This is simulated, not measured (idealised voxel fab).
A process module follows: voxel self aligned contacts.
The cross-section on display is named cut; it measures 180 nm wide, and its cells are 5 nm squares.
This document writes a cross-section as a grid whose cells are square, and gives it as bands, listed from the top down; one or more rows of cells form a band.
Each band's line starts with the height of the band's top and of its bottom, in nm. Then come its materials from left to right, each with its width in nm. One material with "everywhere" fills the band from edge to edge. "air" is empty space.
Basically, 0 is our baseline, since under it the wafer straight out of the box is all one material. The bottom band has no lower end and keeps on going down, so it looks like "from 0 down".
The notation "30 to 40" denotes a width that varies across the rows of cells in the band, beginning at the first number in the top row, finishing at the second number in the bottom row, and changing by an identical amount from each row to the next.
No cell of the cross-section changed in a step that is given as "nothing got changed".
Enclosed voids (no open way to top), threshold 8 cells or more, entry "Internal closed voids", notation width x height at distance, distance from left edge, nm.
What comes after the settings on a step's line is commentary from the simulator itself on that step.
overlay nm: mask right of planned place by this much (step with mask). Neg. = left.
# Steps planned for the process
step 1: RECEIVE with material Si
step 2: CONFORMAL_DEP with material SiO2, thk nm 5
step 3: DIRECTIONAL_DEP with material polySi, thk nm 30
step 4: DIRECTIONAL_DEP with material SiN, thk nm 20
step 5: MASKED_ETCH with tone cover, mask id GATE, width nm 30, pitch nm 65, etch materials SiN, depth nm 20, overlay nm 0
step 6: MASKED_ETCH with tone cover, mask id GATE, width nm 30, pitch nm 65, etch materials polySi, depth nm 30, overlay nm 0
step 7: CONFORMAL_DEP with material SiN, thk nm 10
step 8: DIRECTIONAL_ETCH with etch materials SiN, depth nm 10
step 9: FILL_DEP with material SiO2, thk nm 15
step 10: CMP with height nm 65
step 11: PATTERN with tone open, mask id CONTACT, material resist, width nm 45, thk nm 20, overlay nm 0
step 12: DIRECTIONAL_ETCH with etch materials SiO2, depth nm 65
step 13: STRIP with etch materials resist
step 14: CONFORMAL_DEP with material TiN, thk nm 5
step 15: FILL_DEP with material Ru, thk nm 10
step 16: CMP with height nm 65
step 17: CONFORMAL_DEP with material SiN, thk nm 5
# So this is the incoming wafer in cross-section - it's already been through step 1
    from 0 down  Si everywhere
    Internal closed voids: none
# Cross-section: first of two wafers, module finished, run according to plan
    from 70 to 65  SiN everywhere
    from 65 to 55  65 SiO2 | 5 to 20 TiN | 35 to 5 Ru | 5 to 20 TiN | 70 SiO2
    from 55 to 35  30 SiO2 | 50 SiN | 5 TiN | 5 Ru | 5 TiN | 50 SiN | 35 SiO2
    from 35 to 5  30 SiO2 | 10 SiN | 30 polySi | 10 SiN | 5 TiN | 5 Ru | 5 TiN | 10 SiN | 30 polySi | 10 SiN | 35 SiO2
    from 5 to 0  80 SiO2 | 15 TiN | 85 SiO2
    from 0 down  Si everywhere
    Internal closed voids: none
# Cross-sectional image of the second wafer of the two following completion of the module. Starting state and process plan were the same as for the first wafer; one execution error occurred
    from 70 to 65  SiN everywhere
    from 65 to 60  65 SiO2 | 20 TiN | 5 Ru | 20 TiN | 70 SiO2
    from 60 to 35  30 SiO2 | 50 SiN | 5 TiN | 5 Ru | 5 TiN | 50 SiN | 35 SiO2
    from 35 to 15  30 SiO2 | 10 SiN | 30 polySi | 10 SiN | 5 TiN | 5 Ru | 5 TiN | 10 SiN | 30 polySi | 10 SiN | 35 SiO2
    from 15 to 10  30 SiO2 | 10 SiN | 30 polySi | 10 SiN | 15 TiN | 10 SiN | 30 polySi | 10 SiN | 35 SiO2
    from 10 to 5  40 SiN | 30 polySi | 35 SiN | 30 polySi | 45 SiN
    from 5 to 0  SiO2 everywhere
    from 0 down  Si everywhere
    Internal closed voids: none
Heads up, the wafer didn't run the way we planned it: contrary to plan, step 8 was performed as DIRECTIONAL_ETCH with etch materials SiN, depth nm 5
Wrapping up, a cell-based count of both wafers puts the second over or under the first for these materials: 8 fewer of Ru; 36 more of SiN; 24 fewer of SiO2; 4 fewer of TiN
